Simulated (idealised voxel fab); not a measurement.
You're looking at the process module voxel self aligned contacts.
Pictured: cross-section cut, 270 nm wide, on a grid of 5 nm square cells.
When this document writes out a cross-section, it uses a grid of square cells and lists it as bands, beginning at the top and moving down, with a band standing for one or more rows of cells.
For a band, the entry starts with two heights in nm, that of the top and then that of the bottom, and carries on with the band's materials in order from left to right, each alongside its width in nm; the word "all across" beside a single material means it fills the band edge to edge, and "empty" means empty space.
The level at which height equals 0 is the one under which the wafer, as it arrives, is entirely one material. No lower edge exists for the bottom band, which continues downward and is notated as in "0 down".
A width such as "30 to 40" changes by the same amount from each row of cells to the next, from the band's top row to its bottom row.
"nothing got changed" -> step changed no cross-section cell.
"Enclosed void list" enumerates empty spaces isolated from the top, with no open way to it, that contain at least 8 cells, giving each as width x height at distance from the left edge, all three in nm.
Post-settings text on a step line: simulator's own remark regarding the step.
"overlay nm" denotes, for a step that has a mask, the displacement of the mask to the right of its planned place, with negative values corresponding to the left.
Intended process steps
1 RECEIVE, material Si
2 OXIDIZE, depth nm 5
3 DIRECTIONAL_DEP, material polySi, thk nm 20
4 DIRECTIONAL_DEP, material SiN, thk nm 20
5 MASKED_ETCH, tone cover, mask id GATE, width nm 25, pitch nm 60, etch materials SiN, depth nm 20, overlay nm 0
6 MASKED_ETCH, tone cover, mask id GATE, width nm 25, pitch nm 60, etch materials polySi, depth nm 20, overlay nm 0
7 CONFORMAL_DEP, material SiN, thk nm 5
8 DIRECTIONAL_ETCH, etch materials SiN, depth nm 5
9 FILL_DEP, material SiO2, thk nm 10
10 CMP, height nm 45
11 PATTERN, tone open, mask id CONTACT, material resist, width nm 35, thk nm 15, overlay nm 0
12 DIRECTIONAL_ETCH, etch materials SiO2, depth nm 50
13 STRIP, etch materials resist
14 CONFORMAL_DEP, material TiN, thk nm 5
15 FILL_DEP, material W, thk nm 5
16 CMP, height nm 45
17 CONFORMAL_DEP, material SiCN, thk nm 5
What sets these wafers apart? The width nm at step 11. They all start alike, and the plan carries the first wafer's value.
After step 1, as received: first of several wafers, cross-section
- 0 down | Si all across
- Enclosed void list: none
The table below has one row for each wafer; a row shows, as of the end of the module, how many cells of each material the wafer has gained, marked (+), or lost, marked (-), since it was received, and then the wafer's closed voids
width nm 35 | -54 Si | +54 SiCN | +72 SiN | +376 SiO2 | +25 TiN | +27 W | +40 polySi | Enclosed void list: none
width nm 40 | -54 Si | +54 SiCN | +72 SiN | +375 SiO2 | +26 TiN | +27 W | +40 polySi | Enclosed void list: none
width nm 45 | -54 Si | +54 SiCN | +72 SiN | +374 SiO2 | +27 TiN | +27 W | +40 polySi | Enclosed void list: none
width nm 50 | -54 Si | +54 SiCN | +72 SiN | +373 SiO2 | +28 TiN | +27 W | +40 polySi | Enclosed void list: none
width nm 55 | -54 Si | +54 SiCN | +72 SiN | +372 SiO2 | +29 TiN | +27 W | +40 polySi | Enclosed void list: none
width nm 60 | -54 Si | +54 SiCN | +72 SiN | +371 SiO2 | +30 TiN | +27 W | +40 polySi | Enclosed void list: none
